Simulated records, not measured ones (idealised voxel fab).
process module | voxel transistor to metal
cross-section cut | 150 nm wide | cells 5 nm
A cross-section is a grid of square cells, given in bands from the top down. A band is one or more rows of cells.
Each band's line starts with the height of the band's top and of its bottom, in nm. Then come its materials from left to right, each with its width in nm. One material with "throughout" fills the band from edge to edge. "air" is empty space.
Height 0 is the level under which the wafer as received is all one material. The lowest band goes on downwards, as in "0 down".
A width such as "30 to 40" changes by the same amount from each row of cells to the next, from the band's top row to its bottom row.
"no change" after a step means that no cell of the cross-section changed.
closed voids: empty space of 8 cells or more with no open way to the top, each as width x height at its distance from the left edge, in nm
after a step's settings: what the simulator itself notes on the step
overlay nm, on a step with a mask: how far to the right of its planned place the mask lay; to the left if negative
Each pair below shows a cross-section before one step and the cross-section after it, down to the lowest band that changed. The line under each pair gives the step between them, with its settings. The pairs can come from different runs of this module on the same starting wafer, so a pair continues from the pair above only where its "before" says so.
before
  40 to 30: SiO2 throughout
  30 to 20: SiO2 55 | SiN 5 | SiCN 25 | SiN 5 | SiO2 60
  20 to 5: SiO2 55 | SiN 5 | polySi 25 | SiN 5 | SiO2 60
  5 to 0: SiO2 15 | SiN 5 | SiO2 35 | SiN 5 | polySi 25 | SiN 5 | SiO2 35 | SiN 5 | SiO2 20
  0 to -5: SiO2 20 | nSi 35 | SiO2 35 | nSi 35 | SiO2 25
  -5 to -35: SiO2 20 | Si 105 | SiO2 25
  -35 down: Si throughout
  closed voids: none
after
  30 to 20: SiO2 55 | SiN 5 | SiCN 25 | SiN 5 | SiO2 60
  below 20: unchanged
  closed voids: none
the step between: op CMP | height nm 30
before: the cross-section after the pair above
after
  40 to 30: SiO2 throughout
  below 30: unchanged
  closed voids: none
the step between: op DIRECTIONAL_DEP | material SiO2 | thk nm 10
before: the cross-section after the pair above
after
  40 to 30: SiO2 25 | air 15 | SiO2 65 | air 15 | SiO2 30
  30 to 20: SiO2 25 | air 15 | SiO2 15 | SiN 5 | SiCN 25 | SiN 5 | SiO2 15 | air 15 | SiO2 30
  20 to 5: SiO2 25 | air 15 | SiO2 15 | SiN 5 | polySi 25 | SiN 5 | SiO2 15 | air 15 | SiO2 30
  5 to 0: SiO2 15 | SiN 5 | SiO2 5 | air 15 | SiO2 15 | SiN 5 | polySi 25 | SiN 5 | SiO2 15 | air 15 | SiO2 5 | SiN 5 | SiO2 20
  below 0: unchanged
  closed voids: none
the step between: op MASKED_ETCH | tone open | mask id CONTACT | width nm 15 | pitch nm 80 | etch materials SiO2 | depth nm 40 | overlay nm 0
before: the cross-section after the pair above
after
  45 to 40: TiN 30 | air 5 | TiN 75 | air 5 | TiN 35
  40 to 30: SiO2 25 | TiN 5 | air 5 | TiN 5 | SiO2 65 | TiN 5 | air 5 | TiN 5 | SiO2 30
  30 to 20: SiO2 25 | TiN 5 | air 5 | TiN 5 | SiO2 15 | SiN 5 | SiCN 25 | SiN 5 | SiO2 15 | TiN 5 | air 5 | TiN 5 | SiO2 30
  20 to 5: SiO2 25 | TiN 5 | air 5 | TiN 5 | SiO2 15 | SiN 5 | polySi 25 | SiN 5 | SiO2 15 | TiN 5 | air 5 | TiN 5 | SiO2 30
  5 to 0: SiO2 15 | SiN 5 | SiO2 5 | TiN 15 | SiO2 15 | SiN 5 | polySi 25 | SiN 5 | SiO2 15 | TiN 15 | SiO2 5 | SiN 5 | SiO2 20
  below 0: unchanged
  closed voids: none
the step between: op CONFORMAL_DEP | material TiN | thk nm 5
before: the cross-section after the pair above
after
  55 to 45: W throughout
  45 to 40: TiN 30 | W 5 | TiN 75 | W 5 | TiN 35
  40 to 30: SiO2 25 | TiN 5 | W 5 | TiN 5 | SiO2 65 | TiN 5 | W 5 | TiN 5 | SiO2 30
  30 to 20: SiO2 25 | TiN 5 | W 5 | TiN 5 | SiO2 15 | SiN 5 | SiCN 25 | SiN 5 | SiO2 15 | TiN 5 | W 5 | TiN 5 | SiO2 30
  20 to 5: SiO2 25 | TiN 5 | W 5 | TiN 5 | SiO2 15 | SiN 5 | polySi 25 | SiN 5 | SiO2 15 | TiN 5 | W 5 | TiN 5 | SiO2 30
  below 5: unchanged
  closed voids: none
the step between: op FILL_DEP | material W | thk nm 10
before: the cross-section after the pair above
after
  40 to 30: SiO2 25 | TiN 5 | W 5 | TiN 5 | SiO2 65 | TiN 5 | W 5 | TiN 5 | SiO2 30
  below 30: unchanged
  closed voids: none
the step between: op CMP | height nm 40
before: the cross-section after the pair above
after
  45 to 40: SiCN throughout
  below 40: unchanged
  closed voids: none
the step between: op CONFORMAL_DEP | material SiCN | thk nm 5
before: the cross-section after the pair above
after
  60 to 45: SiO2 throughout
  below 45: unchanged
  closed voids: none
the step between: op DIRECTIONAL_DEP | material SiO2 | thk nm 15
before: the cross-section after the pair above
after
  60 to 45: SiO2 25 | air 15 | SiO2 65 | air 15 | SiO2 30
  below 45: unchanged
  closed voids: none
the step between: op MASKED_ETCH | tone open | mask id METAL_1 | width nm 15 | pitch nm 80 | etch materials SiO2 | depth nm 15 | overlay nm 0
before: the cross-section after the pair above
after
  60 to 45: SiO2 25 | air 15 | SiO2 65 | air 15 | SiO2 30
  45 to 40: SiCN 25 | air 15 | SiCN 65 | air 15 | SiCN 30
  below 40: unchanged
  closed voids: none
the step between: op MASKED_ETCH | tone open | mask id METAL_1 | width nm 15 | pitch nm 80 | etch materials SiCN | depth nm 5 | overlay nm 0
before: the cross-section after the pair above
after
  65 to 60: TiN 30 | air 5 | TiN 75 | air 5 | TiN 35
  60 to 45: SiO2 25 | TiN 5 | air 5 | TiN 5 | SiO2 65 | TiN 5 | air 5 | TiN 5 | SiO2 30
  45 to 40: SiCN 25 | TiN 15 | SiCN 65 | TiN 15 | SiCN 30
  below 40: unchanged
  closed voids: none
the step between: op CONFORMAL_DEP | material TiN | thk nm 5
before: the cross-section after the pair above
after
  75 to 65: Cu throughout
  65 to 60: TiN 30 | Cu 5 | TiN 75 | Cu 5 | TiN 35
  60 to 45: SiO2 25 | TiN 5 | Cu 5 | TiN 5 | SiO2 65 | TiN 5 | Cu 5 | TiN 5 | SiO2 30
  below 45: unchanged
  closed voids: none
the step between: op FILL_DEP | material Cu | thk nm 10
before: the cross-section after the pair above
after
  60 to 45: SiO2 25 | TiN 5 | Cu 5 | TiN 5 | SiO2 65 | TiN 5 | Cu 5 | TiN 5 | SiO2 30
  below 45: unchanged
  closed voids: none
the step between: op CMP | height nm 60
before: the cross-section after the pair above
after
  65 to 60: SiCN throughout
  below 60: unchanged
  closed voids: none
the step between: op CONFORMAL_DEP | material SiCN | thk nm 5
before: the cross-section after the pair above
after
  90 to 65: SiO2 throughout
  below 65: unchanged
  closed voids: none
the step between: op DIRECTIONAL_DEP | material SiO2 | thk nm 25
before: the cross-section after the pair above
after
  90 to 75: SiO2 25 | air 15 | SiO2 65 | air 15 | SiO2 30
  below 75: unchanged
  closed voids: none
the step between: op MASKED_ETCH | tone open | mask id METAL_2 | width nm 15 | pitch nm 80 | etch materials SiO2 | depth nm 15 | overlay nm 0
before: the cross-section after the pair above
after
  90 to 65: SiO2 25 | air 15 | SiO2 65 | air 15 | SiO2 30
  below 65: unchanged
  closed voids: none
the step between: op MASKED_ETCH | tone open | mask id METAL_2_HOLES | width nm 15 | pitch nm 80 | etch materials SiO2 | depth nm 10 | overlay nm 0
before: the cross-section after the pair above
after
  90 to 65: SiO2 25 | air 15 | SiO2 65 | air 15 | SiO2 30
  65 to 60: SiCN 25 | air 15 | SiCN 65 | air 15 | SiCN 30
  below 60: unchanged
  closed voids: none
the step between: op MASKED_ETCH | tone open | mask id METAL_2_HOLES | width nm 15 | pitch nm 80 | etch materials SiCN | depth nm 5 | overlay nm 0
before: the cross-section after the pair above
after
  95 to 90: TiN 30 | air 5 | TiN 75 | air 5 | TiN 35
  90 to 65: SiO2 25 | TiN 5 | air 5 | TiN 5 | SiO2 65 | TiN 5 | air 5 | TiN 5 | SiO2 30
  65 to 60: SiCN 25 | TiN 15 | SiCN 65 | TiN 15 | SiCN 30
  below 60: unchanged
  closed voids: none
the step between: op CONFORMAL_DEP | material TiN | thk nm 5
before: the cross-section after the pair above
after
  105 to 95: Ru throughout
  95 to 90: TiN 30 | Ru 5 | TiN 75 | Ru 5 | TiN 35
  90 to 65: SiO2 25 | TiN 5 | Ru 5 | TiN 5 | SiO2 65 | TiN 5 | Ru 5 | TiN 5 | SiO2 30
  below 65: unchanged
  closed voids: none
the step between: op FILL_DEP | material Ru | thk nm 10
before: the cross-section after the pair above
after
  90 to 65: SiO2 25 | TiN 5 | Ru 5 | TiN 5 | SiO2 65 | TiN 5 | Ru 5 | TiN 5 | SiO2 30
  below 65: unchanged
  closed voids: none
the step between: op CMP | height nm 90
before: the cross-section after the pair above
after
  95 to 90: SiN throughout
  below 90: unchanged
  closed voids: none
the step between: op CONFORMAL_DEP | material SiN | thk nm 5
before
  35 to 30: SiCN 15 | air 115 | SiCN 20
  30 to 25: SiCN throughout
  25 to 20: polySi 15 | SiCN 115 | polySi 20
  20 to 5: polySi throughout
  5 to 0: SiO2 15 | polySi 115 | SiO2 20
  0 to -5: SiO2 throughout
  -5 to -30: SiO2 20 | Si 105 | SiO2 25
  -30 down: Si throughout
  closed voids: none
after
  30 to 25: air 65 | SiCN 20 | air 65
  25 to 20: polySi 15 | air 50 | SiCN 20 | air 45 | polySi 20
  below 20: unchanged
  closed voids: none
the step between: op MASKED_ETCH | tone cover | mask id GATE | width nm 20 | etch materials SiCN | depth nm 20 | overlay nm 0
before: the cross-section after the pair above
after
  30 to 20: air 65 | SiCN 20 | air 65
  20 to 5: air 60 | polySi 25 | air 65
  5 to 0: SiO2 15 | air 45 | polySi 25 | air 45 | SiO2 20
  below 0: unchanged
  closed voids: none
the step between: op MASKED_ETCH | tone cover | mask id GATE | width nm 25 | etch materials polySi | depth nm 30 | overlay nm 0
before: the cross-section after the pair above
after
  35 to 30: air 60 | SiN 30 | air 60
  30 to 20: air 60 to 55 | SiN 5 to 10 | SiCN 20 | SiN 5 | air 60
  20 to 10: air 55 | SiN 5 | polySi 25 | SiN 5 | air 60
  10 to 5: SiN 20 | air 35 | SiN 5 | polySi 25 | SiN 5 | air 35 | SiN 25
  5 to 0: SiO2 15 | SiN 45 | polySi 25 | SiN 45 | SiO2 20
  below 0: unchanged
  closed voids: none
the step between: op CONFORMAL_DEP | material SiN | thk nm 5
before: the cross-section after the pair above
after
  30 to 20: air 60 | SiN 5 | SiCN 20 | SiN 5 | air 60
  20 to 5: air 55 | SiN 5 | polySi 25 | SiN 5 | air 60
  5 to 0: SiO2 15 | SiN 5 | air 35 | SiN 5 | polySi 25 | SiN 5 | air 35 | SiN 5 | SiO2 20
  below 0: unchanged
  closed voids: none
the step between: op DIRECTIONAL_ETCH | etch materials SiN | depth nm 5
before: the cross-section after the pair above
after
  30 to 20: air 60 | SiN 5 | SiCN 20 | SiN 5 | air 60
  20 to 5: air 55 | SiN 5 | polySi 25 | SiN 5 | air 60
  5 to 0: air 15 | SiN 5 | air 35 | SiN 5 | polySi 25 | SiN 5 | air 35 | SiN 5 | air 20
  0 to -5: SiO2 20 | air 35 | SiO2 35 | air 35 | SiO2 25
  below -5: unchanged
  closed voids: none
the step between: op DIRECTIONAL_ETCH | etch materials SiO2 | depth nm 5
before: the cross-section after the pair above
after
  30 to 20: air 60 | SiN 5 | SiCN 20 | SiN 5 | air 60
  20 to 5: air 55 | SiN 5 | polySi 25 | SiN 5 | air 60
  5 to 0: air 15 | SiN 5 | air 35 | SiN 5 | polySi 25 | SiN 5 | air 35 | SiN 5 | air 20
  0 to -5: SiO2 20 | nSi 35 | SiO2 35 | nSi 35 | SiO2 25
  below -5: unchanged
  closed voids: none
the step between: op EPI | material nSi | thk nm 5
before: the cross-section after the pair above
after
  40 to 30: SiO2 throughout
  30 to 20: SiO2 60 | SiN 5 | SiCN 20 | SiN 5 | SiO2 60
  20 to 5: SiO2 55 | SiN 5 | polySi 25 | SiN 5 | SiO2 60
  5 to 0: SiO2 15 | SiN 5 | SiO2 35 | SiN 5 | polySi 25 | SiN 5 | SiO2 35 | SiN 5 | SiO2 20
  below 0: unchanged
  closed voids: none
the step between: op FILL_DEP | material SiO2 | thk nm 10
before: the cross-section after the pair above
after
  30 to 20: SiO2 60 | SiN 5 | SiCN 20 | SiN 5 | SiO2 60
  below 20: unchanged
  closed voids: none
the step between: op CMP | height nm 30
before: the cross-section after the pair above
after
  40 to 30: SiO2 throughout
  below 30: unchanged
  closed voids: none
the step between: op DIRECTIONAL_DEP | material SiO2 | thk nm 10
before: the cross-section after the pair above
after
  40 to 30: SiO2 25 | air 15 | SiO2 65 | air 15 | SiO2 30
  30 to 20: SiO2 25 | air 15 | SiO2 20 | SiN 5 | SiCN 20 | SiN 5 | SiO2 15 | air 15 | SiO2 30
  20 to 5: SiO2 25 | air 15 | SiO2 15 | SiN 5 | polySi 25 | SiN 5 | SiO2 15 | air 15 | SiO2 30
  5 to 0: SiO2 15 | SiN 5 | SiO2 5 | air 15 | SiO2 15 | SiN 5 | polySi 25 | SiN 5 | SiO2 15 | air 15 | SiO2 5 | SiN 5 | SiO2 20
  below 0: unchanged
  closed voids: none
the step between: op MASKED_ETCH | tone open | mask id CONTACT | width nm 15 | pitch nm 80 | etch materials SiO2 | depth nm 40 | overlay nm 0
before: the cross-section after the pair above
after
  45 to 40: TiN 30 | air 5 | TiN 75 | air 5 | TiN 35
  40 to 30: SiO2 25 | TiN 5 | air 5 | TiN 5 | SiO2 65 | TiN 5 | air 5 | TiN 5 | SiO2 30
  30 to 20: SiO2 25 | TiN 5 | air 5 | TiN 5 | SiO2 20 | SiN 5 | SiCN 20 | SiN 5 | SiO2 15 | TiN 5 | air 5 | TiN 5 | SiO2 30
  20 to 5: SiO2 25 | TiN 5 | air 5 | TiN 5 | SiO2 15 | SiN 5 | polySi 25 | SiN 5 | SiO2 15 | TiN 5 | air 5 | TiN 5 | SiO2 30
  5 to 0: SiO2 15 | SiN 5 | SiO2 5 | TiN 15 | SiO2 15 | SiN 5 | polySi 25 | SiN 5 | SiO2 15 | TiN 15 | SiO2 5 | SiN 5 | SiO2 20
  below 0: unchanged
  closed voids: none
the step between: op CONFORMAL_DEP | material TiN | thk nm 5
before: the cross-section after the pair above
after
  55 to 45: W throughout
  45 to 40: TiN 30 | W 5 | TiN 75 | W 5 | TiN 35
  40 to 30: SiO2 25 | TiN 5 | W 5 | TiN 5 | SiO2 65 | TiN 5 | W 5 | TiN 5 | SiO2 30
  30 to 20: SiO2 25 | TiN 5 | W 5 | TiN 5 | SiO2 20 | SiN 5 | SiCN 20 | SiN 5 | SiO2 15 | TiN 5 | W 5 | TiN 5 | SiO2 30
  20 to 5: SiO2 25 | TiN 5 | W 5 | TiN 5 | SiO2 15 | SiN 5 | polySi 25 | SiN 5 | SiO2 15 | TiN 5 | W 5 | TiN 5 | SiO2 30
  below 5: unchanged
  closed voids: none
the step between: op FILL_DEP | material W | thk nm 10
before: the cross-section after the pair above
after
  40 to 30: SiO2 25 | TiN 5 | W 5 | TiN 5 | SiO2 65 | TiN 5 | W 5 | TiN 5 | SiO2 30
  below 30: unchanged
  closed voids: none
the step between: op CMP | height nm 40
before: the cross-section after the pair above
after
  45 to 40: SiCN throughout
  below 40: unchanged
  closed voids: none
the step between: op CONFORMAL_DEP | material SiCN | thk nm 5
before: the cross-section after the pair above
after
  60 to 45: SiO2 throughout
  below 45: unchanged
  closed voids: none
the step between: op DIRECTIONAL_DEP | material SiO2 | thk nm 15
before: the cross-section after the pair above
after
  60 to 45: SiO2 25 | air 15 | SiO2 65 | air 15 | SiO2 30
  below 45: unchanged
  closed voids: none
the step between: op MASKED_ETCH | tone open | mask id METAL_1 | width nm 15 | pitch nm 80 | etch materials SiO2 | depth nm 15 | overlay nm 0
before: the cross-section after the pair above
after
  60 to 45: SiO2 25 | air 15 | SiO2 65 | air 15 | SiO2 30
  45 to 40: SiCN 25 | air 15 | SiCN 65 | air 15 | SiCN 30
  below 40: unchanged
  closed voids: none
the step between: op MASKED_ETCH | tone open | mask id METAL_1 | width nm 15 | pitch nm 80 | etch materials SiCN | depth nm 5 | overlay nm 0
before: the cross-section after the pair above
after
  65 to 60: TiN 30 | air 5 | TiN 75 | air 5 | TiN 35
  60 to 45: SiO2 25 | TiN 5 | air 5 | TiN 5 | SiO2 65 | TiN 5 | air 5 | TiN 5 | SiO2 30
  45 to 40: SiCN 25 | TiN 15 | SiCN 65 | TiN 15 | SiCN 30
  below 40: unchanged
  closed voids: none
the step between: op CONFORMAL_DEP | material TiN | thk nm 5
before: the cross-section after the pair above
after
  75 to 65: Cu throughout
  65 to 60: TiN 30 | Cu 5 | TiN 75 | Cu 5 | TiN 35
  60 to 45: SiO2 25 | TiN 5 | Cu 5 | TiN 5 | SiO2 65 | TiN 5 | Cu 5 | TiN 5 | SiO2 30
  below 45: unchanged
  closed voids: none
the step between: op FILL_DEP | material Cu | thk nm 10
before: the cross-section after the pair above
after
  60 to 45: SiO2 25 | TiN 5 | Cu 5 | TiN 5 | SiO2 65 | TiN 5 | Cu 5 | TiN 5 | SiO2 30
  below 45: unchanged
  closed voids: none
the step between: op CMP | height nm 60
before: the cross-section after the pair above
after
  65 to 60: SiCN throughout
  below 60: unchanged
  closed voids: none
the step between: op CONFORMAL_DEP | material SiCN | thk nm 5
before: the cross-section after the pair above
after
  90 to 65: SiO2 throughout
  below 65: unchanged
  closed voids: none
the step between: op DIRECTIONAL_DEP | material SiO2 | thk nm 25
before: the cross-section after the pair above
after
  90 to 75: SiO2 25 | air 15 | SiO2 65 | air 15 | SiO2 30
  below 75: unchanged
  closed voids: none
the step between: op MASKED_ETCH | tone open | mask id METAL_2 | width nm 15 | pitch nm 80 | etch materials SiO2 | depth nm 15 | overlay nm 0
before: the cross-section after the pair above
after
  90 to 65: SiO2 25 | air 15 | SiO2 65 | air 15 | SiO2 30
  below 65: unchanged
  closed voids: none
the step between: op MASKED_ETCH | tone open | mask id METAL_2_HOLES | width nm 15 | pitch nm 80 | etch materials SiO2 | depth nm 10 | overlay nm 0
before: the cross-section after the pair above
after
  90 to 65: SiO2 25 | air 15 | SiO2 65 | air 15 | SiO2 30
  65 to 60: SiCN 25 | air 15 | SiCN 65 | air 15 | SiCN 30
  below 60: unchanged
  closed voids: none
the step between: op MASKED_ETCH | tone open | mask id METAL_2_HOLES | width nm 15 | pitch nm 80 | etch materials SiCN | depth nm 5 | overlay nm 0
before: the cross-section after the pair above
after
  95 to 90: TiN 30 | air 5 | TiN 75 | air 5 | TiN 35
  90 to 65: SiO2 25 | TiN 5 | air 5 | TiN 5 | SiO2 65 | TiN 5 | air 5 | TiN 5 | SiO2 30
  65 to 60: SiCN 25 | TiN 15 | SiCN 65 | TiN 15 | SiCN 30
  below 60: unchanged
  closed voids: none
the step between: op CONFORMAL_DEP | material TiN | thk nm 5
before: the cross-section after the pair above
after
  105 to 95: Ru throughout
  95 to 90: TiN 30 | Ru 5 | TiN 75 | Ru 5 | TiN 35
  90 to 65: SiO2 25 | TiN 5 | Ru 5 | TiN 5 | SiO2 65 | TiN 5 | Ru 5 | TiN 5 | SiO2 30
  below 65: unchanged
  closed voids: none
the step between: op FILL_DEP | material Ru | thk nm 10
before: the cross-section after the pair above
after
  90 to 65: SiO2 25 | TiN 5 | Ru 5 | TiN 5 | SiO2 65 | TiN 5 | Ru 5 | TiN 5 | SiO2 30
  below 65: unchanged
  closed voids: none
the step between: op CMP | height nm 90
before: the cross-section after the pair above
after
  95 to 90: SiN throughout
  below 90: unchanged
  closed voids: none
the step between: op CONFORMAL_DEP | material SiN | thk nm 5
before
  90 to 65: SiO2 throughout
  65 to 60: SiCN throughout
  60 to 45: SiO2 25 | TiN 5 | Cu 5 | TiN 5 | SiO2 65 | TiN 5 | Cu 5 | TiN 5 | SiO2 30
  45 to 40: SiCN 25 | TiN 15 | SiCN 65 | TiN 15 | SiCN 30
  40 to 30: SiO2 25 | TiN 5 | W 5 | TiN 5 | SiO2 65 | TiN 5 | W 5 | TiN 5 | SiO2 30
  30 to 20: SiO2 25 | TiN 5 | W 5 | TiN 5 | SiO2 15 | SiN 5 | SiCN 25 | SiN 5 | SiO2 15 | TiN 5 | W 5 | TiN 5 | SiO2 30
  20 to 5: SiO2 25 | TiN 5 | W 5 | TiN 5 | SiO2 15 | SiN 5 | polySi 25 | SiN 5 | SiO2 15 | TiN 5 | W 5 | TiN 5 | SiO2 30
  5 to 0: SiO2 15 | SiN 5 | SiO2 5 | TiN 15 | SiO2 15 | SiN 5 | polySi 25 | SiN 5 | SiO2 15 | TiN 15 | SiO2 5 | SiN 5 | SiO2 20
  0 to -5: SiO2 20 | nSi 35 | SiO2 35 | nSi 35 | SiO2 25
  -5 to -30: SiO2 20 | Si 105 | SiO2 25
  -30 down: Si throughout
  closed voids: none
after
  90 to 75: SiO2 35 | air 15 | SiO2 65 | air 15 | SiO2 20
  below 75: unchanged
  closed voids: none
the step between: op MASKED_ETCH | tone open | mask id METAL_2 | width nm 15 | pitch nm 80 | etch materials SiO2 | depth nm 15 | overlay nm 10
before: the cross-section after the pair above
after
  90 to 80: SiO2 25 | air 25 | SiO2 55 | air 25 | SiO2 20
  80 to 75: SiO2 35 | air 15 | SiO2 65 | air 15 | SiO2 20
  75 to 65: SiO2 35 | air 5 | SiO2 75 | air 5 | SiO2 30
  below 65: unchanged
  closed voids: none
the step between: op MASKED_ETCH | tone open | mask id METAL_2_HOLES | width nm 15 | pitch nm 80 | etch materials SiO2 | depth nm 10 | overlay nm 0
before: the cross-section after the pair above
after
  90 to 80: SiO2 25 | air 25 | SiO2 55 | air 25 | SiO2 20
  80 to 75: SiO2 35 | air 15 | SiO2 65 | air 15 | SiO2 20
  75 to 65: SiO2 35 | air 5 | SiO2 75 | air 5 | SiO2 30
  65 to 60: SiCN 35 | air 5 | SiCN 75 | air 5 | SiCN 30
  below 60: unchanged
  closed voids: none
the step between: op MASKED_ETCH | tone open | mask id METAL_2_HOLES | width nm 15 | pitch nm 80 | etch materials SiCN | depth nm 5 | overlay nm 0
before: the cross-section after the pair above
after
  95 to 90: TiN 30 | air 15 | TiN 65 | air 15 | TiN 25
  90 to 80: SiO2 25 | TiN 5 to 15 | air 15 to 5 | TiN 5 | SiO2 55 | TiN 5 to 15 | air 15 to 5 | TiN 5 | SiO2 20
  80 to 75: SiO2 35 | TiN 15 | SiO2 65 | TiN 15 | SiO2 20
  75 to 65: SiO2 35 | TiN 5 | SiO2 75 | TiN 5 | SiO2 30
  65 to 60: SiCN 35 | TiN 5 | SiCN 75 | TiN 5 | SiCN 30
  below 60: unchanged
  closed voids: none
the step between: op CONFORMAL_DEP | material TiN | thk nm 5
before: the cross-section after the pair above
after
  105 to 95: Ru throughout
  95 to 90: TiN 30 | Ru 15 | TiN 65 | Ru 15 | TiN 25
  90 to 80: SiO2 25 | TiN 5 to 15 | Ru 15 to 5 | TiN 5 | SiO2 55 | TiN 5 to 15 | Ru 15 to 5 | TiN 5 | SiO2 20
  below 80: unchanged
  closed voids: none
the step between: op FILL_DEP | material Ru | thk nm 10
before: the cross-section after the pair above
after
  90 to 80: SiO2 25 | TiN 5 to 15 | Ru 15 to 5 | TiN 5 | SiO2 55 | TiN 5 to 15 | Ru 15 to 5 | TiN 5 | SiO2 20
  below 80: unchanged
  closed voids: none
the step between: op CMP | height nm 90
before: the cross-section after the pair above
after
  95 to 90: SiN throughout
  below 90: unchanged
  closed voids: none
the step between: op CONFORMAL_DEP | material SiN | thk nm 5
before
  40 to 30: SiO2 25 | air 15 | SiO2 65 | air 15 | SiO2 30
  30 to 20: SiO2 25 | air 15 | SiO2 15 | SiN 5 | SiCN 25 | SiN 5 | SiO2 15 | air 15 | SiO2 30
  20 to 5: SiO2 25 | air 15 | SiO2 15 | SiN 5 | polySi 25 | SiN 5 | SiO2 15 | air 15 | SiO2 30
  5 to 0: SiO2 15 | SiN 5 | SiO2 5 | air 15 | SiO2 15 | SiN 5 | polySi 25 | SiN 5 | SiO2 15 | air 15 | SiO2 5 | SiN 5 | SiO2 20
  0 to -5: SiO2 20 | nSi 35 | SiO2 35 | nSi 35 | SiO2 25
  -5 to -30: SiO2 20 | Si 105 | SiO2 25
  -30 down: Si throughout
  closed voids: none
after
  45 to 40: SiCN 30 | air 5 | SiCN 75 | air 5 | SiCN 35
  40 to 30: SiO2 25 | SiCN 5 | air 5 | SiCN 5 | SiO2 65 | SiCN 5 | air 5 | SiCN 5 | SiO2 30
  30 to 20: SiO2 25 | SiCN 5 | air 5 | SiCN 5 | SiO2 15 | SiN 5 | SiCN 25 | SiN 5 | SiO2 15 | SiCN 5 | air 5 | SiCN 5 | SiO2 30
  20 to 5: SiO2 25 | SiCN 5 | air 5 | SiCN 5 | SiO2 15 | SiN 5 | polySi 25 | SiN 5 | SiO2 15 | SiCN 5 | air 5 | SiCN 5 | SiO2 30
  5 to 0: SiO2 15 | SiN 5 | SiO2 5 | SiCN 15 | SiO2 15 | SiN 5 | polySi 25 | SiN 5 | SiO2 15 | SiCN 15 | SiO2 5 | SiN 5 | SiO2 20
  below 0: unchanged
  closed voids: none
the step between: op CONFORMAL_DEP | material SiCN | thk nm 5
before: the cross-section after the pair above
after
  55 to 45: W throughout
  45 to 40: SiCN 30 | W 5 | SiCN 75 | W 5 | SiCN 35
  40 to 30: SiO2 25 | SiCN 5 | W 5 | SiCN 5 | SiO2 65 | SiCN 5 | W 5 | SiCN 5 | SiO2 30
  30 to 20: SiO2 25 | SiCN 5 | W 5 | SiCN 5 | SiO2 15 | SiN 5 | SiCN 25 | SiN 5 | SiO2 15 | SiCN 5 | W 5 | SiCN 5 | SiO2 30
  20 to 5: SiO2 25 | SiCN 5 | W 5 | SiCN 5 | SiO2 15 | SiN 5 | polySi 25 | SiN 5 | SiO2 15 | SiCN 5 | W 5 | SiCN 5 | SiO2 30
  below 5: unchanged
  closed voids: none
the step between: op FILL_DEP | material W | thk nm 10
before: the cross-section after the pair above
after
  40 to 30: SiO2 25 | SiCN 5 | W 5 | SiCN 5 | SiO2 65 | SiCN 5 | W 5 | SiCN 5 | SiO2 30
  below 30: unchanged
  closed voids: none
the step between: op CMP | height nm 40
before: the cross-section after the pair above
after
  45 to 40: SiCN throughout
  below 40: unchanged
  closed voids: none
the step between: op CONFORMAL_DEP | material SiCN | thk nm 5
before: the cross-section after the pair above
after
  60 to 45: SiO2 throughout
  below 45: unchanged
  closed voids: none
the step between: op DIRECTIONAL_DEP | material SiO2 | thk nm 15
before: the cross-section after the pair above
after
  60 to 45: SiO2 25 | air 15 | SiO2 65 | air 15 | SiO2 30
  below 45: unchanged
  closed voids: none
the step between: op MASKED_ETCH | tone open | mask id METAL_1 | width nm 15 | pitch nm 80 | etch materials SiO2 | depth nm 15 | overlay nm 0
before: the cross-section after the pair above
after
  60 to 45: SiO2 25 | air 15 | SiO2 65 | air 15 | SiO2 30
  45 to 40: SiCN 25 | air 15 | SiCN 65 | air 15 | SiCN 30
  below 40: unchanged
  closed voids: none
the step between: op MASKED_ETCH | tone open | mask id METAL_1 | width nm 15 | pitch nm 80 | etch materials SiCN | depth nm 5 | overlay nm 0
before: the cross-section after the pair above
after
  65 to 60: TiN 30 | air 5 | TiN 75 | air 5 | TiN 35
  60 to 45: SiO2 25 | TiN 5 | air 5 | TiN 5 | SiO2 65 | TiN 5 | air 5 | TiN 5 | SiO2 30
  45 to 40: SiCN 25 | TiN 15 | SiCN 65 | TiN 15 | SiCN 30
  below 40: unchanged
  closed voids: none
the step between: op CONFORMAL_DEP | material TiN | thk nm 5
before: the cross-section after the pair above
after
  75 to 65: Cu throughout
  65 to 60: TiN 30 | Cu 5 | TiN 75 | Cu 5 | TiN 35
  60 to 45: SiO2 25 | TiN 5 | Cu 5 | TiN 5 | SiO2 65 | TiN 5 | Cu 5 | TiN 5 | SiO2 30
  below 45: unchanged
  closed voids: none
the step between: op FILL_DEP | material Cu | thk nm 10
before: the cross-section after the pair above
after
  60 to 45: SiO2 25 | TiN 5 | Cu 5 | TiN 5 | SiO2 65 | TiN 5 | Cu 5 | TiN 5 | SiO2 30
  below 45: unchanged
  closed voids: none
the step between: op CMP | height nm 60
before: the cross-section after the pair above
after
  65 to 60: SiCN throughout
  below 60: unchanged
  closed voids: none
the step between: op CONFORMAL_DEP | material SiCN | thk nm 5
before: the cross-section after the pair above
after
  90 to 65: SiO2 throughout
  below 65: unchanged
  closed voids: none
the step between: op DIRECTIONAL_DEP | material SiO2 | thk nm 25
before: the cross-section after the pair above
after
  90 to 75: SiO2 25 | air 15 | SiO2 65 | air 15 | SiO2 30
  below 75: unchanged
  closed voids: none
the step between: op MASKED_ETCH | tone open | mask id METAL_2 | width nm 15 | pitch nm 80 | etch materials SiO2 | depth nm 15 | overlay nm 0
before: the cross-section after the pair above
after
  90 to 65: SiO2 25 | air 15 | SiO2 65 | air 15 | SiO2 30
  below 65: unchanged
  closed voids: none
the step between: op MASKED_ETCH | tone open | mask id METAL_2_HOLES | width nm 15 | pitch nm 80 | etch materials SiO2 | depth nm 10 | overlay nm 0
before: the cross-section after the pair above
after
  90 to 65: SiO2 25 | air 15 | SiO2 65 | air 15 | SiO2 30
  65 to 60: SiCN 25 | air 15 | SiCN 65 | air 15 | SiCN 30
  below 60: unchanged
  closed voids: none
the step between: op MASKED_ETCH | tone open | mask id METAL_2_HOLES | width nm 15 | pitch nm 80 | etch materials SiCN | depth nm 5 | overlay nm 0
before: the cross-section after the pair above
after
  95 to 90: TiN 30 | air 5 | TiN 75 | air 5 | TiN 35
  90 to 65: SiO2 25 | TiN 5 | air 5 | TiN 5 | SiO2 65 | TiN 5 | air 5 | TiN 5 | SiO2 30
  65 to 60: SiCN 25 | TiN 15 | SiCN 65 | TiN 15 | SiCN 30
  below 60: unchanged
  closed voids: none
the step between: op CONFORMAL_DEP | material TiN | thk nm 5
before: the cross-section after the pair above
after
  105 to 95: Ru throughout
  95 to 90: TiN 30 | Ru 5 | TiN 75 | Ru 5 | TiN 35
  90 to 65: SiO2 25 | TiN 5 | Ru 5 | TiN 5 | SiO2 65 | TiN 5 | Ru 5 | TiN 5 | SiO2 30
  below 65: unchanged
  closed voids: none
the step between: op FILL_DEP | material Ru | thk nm 10
